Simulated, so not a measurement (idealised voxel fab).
Title: Process Module voxel ribs on slabs
Shown is cross-section cut, with a width of 145 nm and square cells of size 5 nm.
In this document a cross-section is written as a grid of square cells. It is given as a series of bands, listed from the top down, and a band is one or more rows of cells. For a band, the entry starts with two heights in nm, that of the top and then that of the bottom, and carries on with the band's materials in order from left to right, each alongside its width in nm; the word "full width" beside a single material means it fills the band edge to edge, and "empty" means empty space. Heights from 0 (as-received wafer is one material below). Bottom band endless downward, as "0 -> down". A width given as "30->40" starts at the first number in the band's top row and ends at the second number in its bottom row, shifting by an equal amount at every step from row to row. No cell of the cross-section changed in a step that is given as "no modification". Under "Enclosed void catalog" you'll find the enclosed gaps, the ones with no way out to the top, that are 8 cells or bigger; each reads width x height at distance, with distance counted from the left edge, everything in nm. If you see something after the settings on a step's line, that's the simulator's own remark about that step. For masked steps, "overlay nm" on the step line gives how far right of plan the mask actually lay; a minus sign means it lay to the left.

-- The planned process steps are enumerated hereunder
step 1: op RECEIVE | material Si
step 2: op DIRECTIONAL_DEP | material SiO2 | thk nm 25
step 3: op DIRECTIONAL_DEP | material polySi | thk nm 25
step 4: op MASKED_ETCH | tone cover | mask id RIB | width nm 20 | etch materials polySi | depth nm 10 | overlay nm 0
step 5: op MASKED_ETCH | tone cover | mask id SLAB | width nm 70 | etch materials polySi | depth nm 15 | overlay nm 0
step 6: op FILL_DEP | material SiO2 | thk nm 20
step 7: op CMP | height nm 65
step 8: op DIRECTIONAL_DEP | material W | thk nm 10
step 9: op DIRECTIONAL_DEP | material aC | thk nm 15
step 10: op PATTERN | tone cover | mask id HEATER | material resist | width nm 30 | thk nm 30 | overlay nm 0
step 11: op DIRECTIONAL_ETCH | etch materials aC | depth nm 15
step 12: op STRIP | etch materials resist
step 13: op DIRECTIONAL_ETCH | etch materials W | depth nm 10
step 14: op STRIP | etch materials aC
step 15: op CONFORMAL_DEP | material SiN | thk nm 10

-- First of two wafers, with the run carried out as planned

-- Cross-section of the wafer upon arrival, representing the state reached after step 1
    0 -> down  Si full width
    Enclosed void catalog: none

-- Cross-section through the wafer, step 2 finished
    25 -> 0  SiO2 full width
    Under the height 0 nothing was changed.

-- Cross-section through the wafer, step 3 finished
    50 -> 25  polySi full width
    Under the height 25 nothing was changed.

-- Cross-section through the wafer, step 4 finished
    50 -> 40  60 empty  20 polySi  65 empty
    Under the height 40 nothing was changed.

-- Cross-section through the wafer, step 5 finished
    50 -> 40  60 empty  20 polySi  65 empty
    40 -> 25  35 empty  70 polySi  40 empty
    Under the height 25 nothing was changed.

-- Cross-section through the wafer, step 6 finished
    70 -> 50  SiO2 full width
    50 -> 40  60 SiO2  20 polySi  65 SiO2
    40 -> 25  35 SiO2  70 polySi  40 SiO2
    Under the height 25 nothing was changed.

-- Cross-section through the wafer, step 7 finished
    65 -> 50  SiO2 full width
    Under the height 50 nothing was changed.

-- Cross-section through the wafer, step 8 finished
    75 -> 65  W full width
    Under the height 65 nothing was changed.

-- Cross-section through the wafer, step 9 finished
    90 -> 75  aC full width
    Under the height 75 nothing was changed.

-- Cross-section through the wafer, step 10 finished
    120 -> 90  55 empty  30 resist  60 empty
    Under the height 90 nothing was changed.

-- Cross-section through the wafer, step 11 finished
    105 -> 90  55 empty  30 resist  60 empty
    90 -> 75  55 empty  30 aC  60 empty
    Under the height 75 nothing was changed.

-- Cross-section through the wafer, step 12 finished
    90 -> 75  55 empty  30 aC  60 empty
    Under the height 75 nothing was changed.

-- Cross-section through the wafer, step 13 finished
    90 -> 75  55 empty  30 aC  60 empty
    75 -> 65  55 empty  30 W  60 empty
    Under the height 65 nothing was changed.

-- Cross-section through the wafer, step 14 finished
    75 -> 65  55 empty  30 W  60 empty
    Under the height 65 nothing was changed.

-- Cross-section through the wafer, step 15 finished
    85 -> 75  45 empty  50 SiN  50 empty
    75 -> 65  55 SiN  30 W  60 SiN
    Under the height 65 nothing was changed.

-- Second wafer - shared start and plan with the first - one error in running - same as the first up to step 1 inclusive

-- when step 2 should have ended
    25 -> 0  polySi full width
    Under the height 0 nothing was changed.

-- when step 3 should have ended
    50 -> 25  SiO2 full width
    Under the height 25 nothing was changed.

when step 4 should have ended: no modification

when step 5 should have ended: no modification

-- when step 6 should have ended
    70 -> 25  SiO2 full width
    Under the height 25 nothing was changed.

-- when step 7 should have ended
    65 -> 25  SiO2 full width
    Under the height 25 nothing was changed.

-- when step 8 should have ended
    75 -> 65  W full width
    Under the height 65 nothing was changed.

-- when step 9 should have ended
    90 -> 75  aC full width
    Under the height 75 nothing was changed.

-- when step 10 should have ended
    120 -> 90  55 empty  30 resist  60 empty
    Under the height 90 nothing was changed.

-- when step 11 should have ended
    105 -> 90  55 empty  30 resist  60 empty
    90 -> 75  55 empty  30 aC  60 empty
    Under the height 75 nothing was changed.

-- when step 12 should have ended
    90 -> 75  55 empty  30 aC  60 empty
    Under the height 75 nothing was changed.

-- when step 13 should have ended
    90 -> 75  55 empty  30 aC  60 empty
    75 -> 65  55 empty  30 W  60 empty
    Under the height 65 nothing was changed.

-- when step 14 should have ended
    75 -> 65  55 empty  30 W  60 empty
    Under the height 65 nothing was changed.

-- when step 15 should have ended
    85 -> 75  45 empty  50 SiN  50 empty
    75 -> 65  55 SiN  30 W  60 SiN
    Under the height 65 nothing was changed.
Processing error: transposition of steps 2 and 3 relative to the planned sequence
End check, counted in cells, second wafer has more or fewer of these materials than the first: 95 fewer of SiO2; 95 more of polySi
